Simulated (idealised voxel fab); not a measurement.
process module | voxel self aligned vias
cross-section cut | 210 nm wide | cells 5 nm
A cross-section is a grid of square cells, given in bands from the top down. A band is one or more rows of cells.
Each band's line starts with the height of the band's top and of its bottom, in nm. Then come its materials from left to right, each with its width in nm. One material with "throughout" fills the band from edge to edge. "air" is empty space.
Height 0 is the level under which the wafer as received is all one material. The lowest band goes on downwards, as in "0 down".
A width such as "30 to 40" changes by the same amount from each row of cells to the next, from the band's top row to its bottom row.
"no change" after a step means that no cell of the cross-section changed.
closed voids: empty space of 8 cells or more with no open way to the top, each as width x height at its distance from the left edge, in nm
after a step's settings: what the simulator itself notes on the step
overlay nm, on a step with a mask: how far to the right of its planned place the mask lay; to the left if negative
plan
1 op RECEIVE | material Si
2 op CONFORMAL_DEP | material SiO2 | thk nm 10
3 op CONFORMAL_DEP | material SiCN | thk nm 5
4 op DIRECTIONAL_DEP | material lowk | thk nm 30
5 op PATTERN | tone open | mask id LINES | material resist | width nm 15 | pitch nm 55 | thk nm 15 | overlay nm 0
6 op DIRECTIONAL_ETCH | etch materials lowk | depth nm 30
7 op STRIP | etch materials resist
8 op CONFORMAL_DEP | material TiN | thk nm 5
9 op FILL_DEP | material W | thk nm 10
10 op CMP | height nm 45
11 op SELECTIVE_ETCH | etch materials W Ru TiN | depth nm 10
12 op FILL_DEP | material SiN | thk nm 5
13 op CMP | height nm 45
14 op DIRECTIONAL_DEP | material lowk | thk nm 20
15 op MASKED_ETCH | tone open | mask id VIAS | width nm 40 | etch materials lowk | depth nm 20 | overlay nm 0
16 op MASKED_ETCH | tone open | mask id VIAS | width nm 40 | etch materials SiN | depth nm 10 | overlay nm 0
17 op CONFORMAL_DEP | material TiN | thk nm 5
18 op FILL_DEP | material W | thk nm 10
19 op CMP | height nm 65
20 op CONFORMAL_DEP | material SiCN | thk nm 5
varied across the wafers: width nm of step 5. The plan shows the first wafer's value. All wafers start alike
first wafer as received, after step 1
  0 down: Si throughout
  closed voids: none
first wafer at the end, after step 20
  70 to 65: SiCN throughout
  65 to 50: lowk 55 | TiN 5 | W 30 | TiN 5 | lowk 115
  50 to 45: lowk 55 | TiN 20 | W 5 | TiN 15 | lowk 115
  45 to 40: lowk 70 | TiN 5 | W 5 | TiN 5 | lowk 40 | SiN 15 | lowk 70
  40 to 35: lowk 70 | TiN 15 | lowk 40 | SiN 15 | lowk 70
  35 to 20: lowk 70 | TiN 5 | W 5 | TiN 5 | lowk 40 | TiN 5 | W 5 | TiN 5 | lowk 70
  20 to 15: lowk 70 | TiN 15 | lowk 40 | TiN 15 | lowk 70
  15 to 10: SiCN throughout
  10 to 0: SiO2 throughout
  0 down: Si throughout
  closed voids: none
last wafer at the end
  70 to 65: SiCN throughout
  65 to 50: lowk 55 | TiN 5 | W 30 | TiN 5 | lowk 115
  50 to 45: lowk 55 | TiN 10 | W 25 | TiN 5 | lowk 115
  45 to 40: lowk 60 | TiN 5 | W 25 | TiN 5 | lowk 20 | SiN 35 | lowk 60
  40 to 35: lowk 60 | TiN 35 | lowk 20 | SiN 35 | lowk 60
  35 to 20: lowk 60 | TiN 5 | W 25 | TiN 5 | lowk 20 | TiN 5 | W 25 | TiN 5 | lowk 60
  20 to 15: lowk 60 | TiN 35 | lowk 20 | TiN 35 | lowk 60
  15 to 10: SiCN throughout
  10 to 0: SiO2 throughout
  0 down: Si throughout
  closed voids: none
each wafer at the end: cells of each material gained (+) or lost (-) since it was received, then its closed voids
width nm 15 | +84 SiCN | +6 SiN | +84 SiO2 | +36 TiN | +26 W | +352 lowk | closed voids: none
width nm 20 | +84 SiCN | +8 SiN | +84 SiO2 | +38 TiN | +34 W | +340 lowk | closed voids: none
width nm 25 | +84 SiCN | +10 SiN | +84 SiO2 | +40 TiN | +42 W | +328 lowk | closed voids: none
width nm 30 | +84 SiCN | +12 SiN | +84 SiO2 | +42 TiN | +50 W | +316 lowk | closed voids: none
width nm 35 | +84 SiCN | +14 SiN | +84 SiO2 | +44 TiN | +58 W | +304 lowk | closed voids: none
